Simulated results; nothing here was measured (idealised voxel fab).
This section sets out a process module, namely voxel self aligned contacts.
The cross-section shown here is cut; it is 160 nm wide and divided into square cells measuring 5 nm on a side.
The cross-sections in this document take the form of a grid made of square cells. They are written out as bands, in order from top to bottom. Each band consists of one or more rows of cells. This entry defines a band. It first specifies the height of the band's top and the height of its bottom in nm, and then specifies the band's materials from left to right, stating each material with its width in nm. The word "all across" identifies a single material that fills the band from edge to edge, while the word "air" identifies empty space. Below 0: as-received wafer, all one material; heights counted from there. Lowest band: no bottom, goes on down, written "0 nm and below". You'd read "30..40" like this: the band's top row of cells is as wide as the first number, its bottom row is as wide as the second, and going down, every row changes width by the same amount as the row before did. The cross-section has no changed cell in any step marked "same as before". This entry, "Closed internal voids", enumerates those empty regions of no fewer than 8 cells that possess no open connection to the top. Each region is reported in the form width x height at distance, the distance being taken from the left edge, with all three quantities expressed in nm. Read whatever lies past the settings on a step's line as the simulator's own remark about the step. overlay nm: for a step with a mask, the amount by which the mask lay right of where it was planned; a negative amount means left of it.

## So here's the lineup of process steps we planned
1) RECEIVE with material Si
2) OXIDIZE with depth nm 5
3) DIRECTIONAL_DEP with material polySi, thk nm 25
4) DIRECTIONAL_DEP with material SiN, thk nm 20
5) PATTERN with tone cover, mask id GATE, material resist, width nm 35, pitch nm 70, thk nm 15, overlay nm 0
6) DIRECTIONAL_ETCH with etch materials SiN, depth nm 20
7) DIRECTIONAL_ETCH with etch materials polySi, depth nm 25
8) STRIP with etch materials resist
9) CONFORMAL_DEP with material SiN, thk nm 5
10) DIRECTIONAL_ETCH with etch materials SiN, depth nm 5
11) FILL_DEP with material SiO2, thk nm 15
12) CMP with height nm 50
13) PATTERN with tone open, mask id CONTACT, material resist, width nm 45, thk nm 15, overlay nm 0
14) DIRECTIONAL_ETCH with etch materials SiO2, depth nm 55
15) STRIP with etch materials resist
16) CONFORMAL_DEP with material TiN, thk nm 5
17) FILL_DEP with material Ru, thk nm 10
18) CMP with height nm 50
19) CONFORMAL_DEP with material SiN, thk nm 5

## Concerning the first of two wafers, which was run in accordance with the plan

## As-received state of the wafer in cross-section, equivalent to post-step 1
    0 nm and below | Si all across
    Closed internal voids: none

## Wafer section view after processing step 2
    0 nm to -5 nm | SiO2 all across
    Below -5, no change.

## Wafer section view after processing step 3
    25 nm to 0 nm | polySi all across
    Below 0, no change.

## Wafer section view after processing step 4
    45 nm to 25 nm | SiN all across
    Below 25, no change.

## Wafer section view after processing step 5
    60 nm to 45 nm | air 25 nm | resist 35 nm | air 35 nm | resist 35 nm | air 30 nm
    Below 45, no change.

## Wafer section view after processing step 6
    60 nm to 45 nm | air 25 nm | resist 35 nm | air 35 nm | resist 35 nm | air 30 nm
    45 nm to 25 nm | air 25 nm | SiN 35 nm | air 35 nm | SiN 35 nm | air 30 nm
    Below 25, no change.

## Wafer section view after processing step 7
    60 nm to 45 nm | air 25 nm | resist 35 nm | air 35 nm | resist 35 nm | air 30 nm
    45 nm to 25 nm | air 25 nm | SiN 35 nm | air 35 nm | SiN 35 nm | air 30 nm
    25 nm to 0 nm | air 25 nm | polySi 35 nm | air 35 nm | polySi 35 nm | air 30 nm
    Below 0, no change.

## Wafer section view after processing step 8
    45 nm to 25 nm | air 25 nm | SiN 35 nm | air 35 nm | SiN 35 nm | air 30 nm
    Below 25, no change.

## Wafer section view after processing step 9
    50 nm to 25 nm | air 20 nm | SiN 45 nm | air 25 nm | SiN 45 nm | air 25 nm
    25 nm to 5 nm | air 20 nm | SiN 5 nm | polySi 35 nm | SiN 5 nm | air 25 nm | SiN 5 nm | polySi 35 nm | SiN 5 nm | air 25 nm
    5 nm to 0 nm | SiN 25 nm | polySi 35 nm | SiN 35 nm | polySi 35 nm | SiN 30 nm
    Below 0, no change.

## Wafer section view after processing step 10
    45 nm to 25 nm | air 20 nm | SiN 45 nm | air 25 nm | SiN 45 nm | air 25 nm
    25 nm to 0 nm | air 20 nm | SiN 5 nm | polySi 35 nm | SiN 5 nm | air 25 nm | SiN 5 nm | polySi 35 nm | SiN 5 nm | air 25 nm
    Below 0, no change.

## Wafer section view after processing step 11
    60 nm to 45 nm | SiO2 all across
    45 nm to 25 nm | SiO2 20 nm | SiN 45 nm | SiO2 25 nm | SiN 45 nm | SiO2 25 nm
    25 nm to 0 nm | SiO2 20 nm | SiN 5 nm | polySi 35 nm | SiN 5 nm | SiO2 25 nm | SiN 5 nm | polySi 35 nm | SiN 5 nm | SiO2 25 nm
    Below 0, no change.

## Wafer section view after processing step 12
    50 nm to 45 nm | SiO2 all across
    Below 45, no change.

## Wafer section view after processing step 13
    65 nm to 50 nm | resist 55 nm | air 45 nm | resist 60 nm
    Below 50, no change.

## Wafer section view after processing step 14
    65 nm to 50 nm | resist 55 nm | air 45 nm | resist 60 nm
    50 nm to 45 nm | SiO2 55 nm | air 45 nm | SiO2 60 nm
    45 nm to 25 nm | SiO2 20 nm | SiN 45 nm | air 25 nm | SiN 45 nm | SiO2 25 nm
    25 nm to 0 nm | SiO2 20 nm | SiN 5 nm | polySi 35 nm | SiN 5 nm | air 25 nm | SiN 5 nm | polySi 35 nm | SiN 5 nm | SiO2 25 nm
    0 nm to -5 nm | SiO2 65 nm | air 25 nm | SiO2 70 nm
    Below -5, no change.

## Wafer section view after processing step 15
    50 nm to 45 nm | SiO2 55 nm | air 45 nm | SiO2 60 nm
    Below 45, no change.

## Wafer section view after processing step 16
    55 nm to 50 nm | TiN 60 nm | air 35 nm | TiN 65 nm
    50 nm to 45 nm | SiO2 55 nm | TiN 15 nm | air 15 nm | TiN 15 nm | SiO2 60 nm
    45 nm to 25 nm | SiO2 20 nm | SiN 45 nm | TiN 5 nm | air 15 nm | TiN 5 nm | SiN 45 nm | SiO2 25 nm
    25 nm to 0 nm | SiO2 20 nm | SiN 5 nm | polySi 35 nm | SiN 5 nm | TiN 5 nm | air 15 nm | TiN 5 nm | SiN 5 nm | polySi 35 nm | SiN 5 nm | SiO2 25 nm
    0 nm to -5 nm | SiO2 65 nm | TiN 25 nm | SiO2 70 nm
    Below -5, no change.

## Wafer section view after processing step 17
    65 nm to 55 nm | Ru all across
    55 nm to 50 nm | TiN 60 nm | Ru 35 nm | TiN 65 nm
    50 nm to 45 nm | SiO2 55 nm | TiN 15 nm | Ru 15 nm | TiN 15 nm | SiO2 60 nm
    45 nm to 25 nm | SiO2 20 nm | SiN 45 nm | TiN 5 nm | Ru 15 nm | TiN 5 nm | SiN 45 nm | SiO2 25 nm
    25 nm to 0 nm | SiO2 20 nm | SiN 5 nm | polySi 35 nm | SiN 5 nm | TiN 5 nm | Ru 15 nm | TiN 5 nm | SiN 5 nm | polySi 35 nm | SiN 5 nm | SiO2 25 nm
    Below 0, no change.

## Wafer section view after processing step 18
    50 nm to 45 nm | SiO2 55 nm | TiN 15 nm | Ru 15 nm | TiN 15 nm | SiO2 60 nm
    Below 45, no change.

## Wafer section view after processing step 19
    55 nm to 50 nm | SiN all across
    Below 50, no change.

## The remaining wafer, second of the two, started like the first and was run to the same plan, except that one mistake was made along the way; the two coincide through step 4, inclusive

## Second wafer at the planned finish of step 5, seen in cross-section
    60 nm to 45 nm | resist 25 nm | air 35 nm | resist 35 nm | air 35 nm | resist 30 nm
    Below 45, no change.

## Second wafer at the planned finish of step 6, seen in cross-section
    60 nm to 45 nm | resist 25 nm | air 35 nm | resist 35 nm | air 35 nm | resist 30 nm
    45 nm to 25 nm | SiN 25 nm | air 35 nm | SiN 35 nm | air 35 nm | SiN 30 nm
    Below 25, no change.

## Second wafer at the planned finish of step 7, seen in cross-section
    60 nm to 45 nm | resist 25 nm | air 35 nm | resist 35 nm | air 35 nm | resist 30 nm
    45 nm to 25 nm | SiN 25 nm | air 35 nm | SiN 35 nm | air 35 nm | SiN 30 nm
    25 nm to 0 nm | polySi 25 nm | air 35 nm | polySi 35 nm | air 35 nm | polySi 30 nm
    Below 0, no change.

## Second wafer at the planned finish of step 8, seen in cross-section
    45 nm to 25 nm | SiN 25 nm | air 35 nm | SiN 35 nm | air 35 nm | SiN 30 nm
    Below 25, no change.

## Second wafer at the planned finish of step 9, seen in cross-section
    50 nm to 25 nm | SiN 30 nm | air 25 nm | SiN 45 nm | air 25 nm | SiN 35 nm
    25 nm to 5 nm | polySi 25 nm | SiN 5 nm | air 25 nm | SiN 5 nm | polySi 35 nm | SiN 5 nm | air 25 nm | SiN 5 nm | polySi 30 nm
    5 nm to 0 nm | polySi 25 nm | SiN 35 nm | polySi 35 nm | SiN 35 nm | polySi 30 nm
    Below 0, no change.

## Second wafer at the planned finish of step 10, seen in cross-section
    45 nm to 25 nm | SiN 30 nm | air 25 nm | SiN 45 nm | air 25 nm | SiN 35 nm
    25 nm to 0 nm | polySi 25 nm | SiN 5 nm | air 25 nm | SiN 5 nm | polySi 35 nm | SiN 5 nm | air 25 nm | SiN 5 nm | polySi 30 nm
    Below 0, no change.

## Second wafer at the planned finish of step 11, seen in cross-section
    60 nm to 45 nm | SiO2 all across
    45 nm to 25 nm | SiN 30 nm | SiO2 25 nm | SiN 45 nm | SiO2 25 nm | SiN 35 nm
    25 nm to 0 nm | polySi 25 nm | SiN 5 nm | SiO2 25 nm | SiN 5 nm | polySi 35 nm | SiN 5 nm | SiO2 25 nm | SiN 5 nm | polySi 30 nm
    Below 0, no change.

## Second wafer at the planned finish of step 12, seen in cross-section
    50 nm to 45 nm | SiO2 all across
    Below 45, no change.

## Second wafer at the planned finish of step 13, seen in cross-section
    65 nm to 50 nm | resist 55 nm | air 45 nm | resist 60 nm
    Below 50, no change.

## Second wafer at the planned finish of step 14, seen in cross-section
    65 nm to 50 nm | resist 55 nm | air 45 nm | resist 60 nm
    50 nm to 45 nm | SiO2 55 nm | air 45 nm | SiO2 60 nm
    Below 45, no change.

## Second wafer at the planned finish of step 15, seen in cross-section
    50 nm to 45 nm | SiO2 55 nm | air 45 nm | SiO2 60 nm
    Below 45, no change.

## Second wafer at the planned finish of step 16, seen in cross-section
    55 nm to 50 nm | TiN 60 nm | air 35 nm | TiN 65 nm
    50 nm to 45 nm | SiO2 55 nm | TiN 45 nm | SiO2 60 nm
    Below 45, no change.

## Second wafer at the planned finish of step 17, seen in cross-section
    65 nm to 55 nm | Ru all across
    55 nm to 50 nm | TiN 60 nm | Ru 35 nm | TiN 65 nm
    Below 50, no change.

## Second wafer at the planned finish of step 18, seen in cross-section
    50 nm to 45 nm | SiO2 55 nm | TiN 45 nm | SiO2 60 nm
    Below 45, no change.

## Second wafer at the planned finish of step 19, seen in cross-section
    55 nm to 50 nm | SiN all across
    Below 50, no change.
Want to know what went wrong? for step 5, the planned setting was not used; the step was instead run as PATTERN with tone open, mask id GATE, material resist, width nm 35, pitch nm 70, thk nm 15, overlay nm 0
Final comparison by cell count, materials where the second wafer has more or fewer than the first: -30 Ru | +16 SiN | +14 SiO2 | -20 TiN | +20 polySi
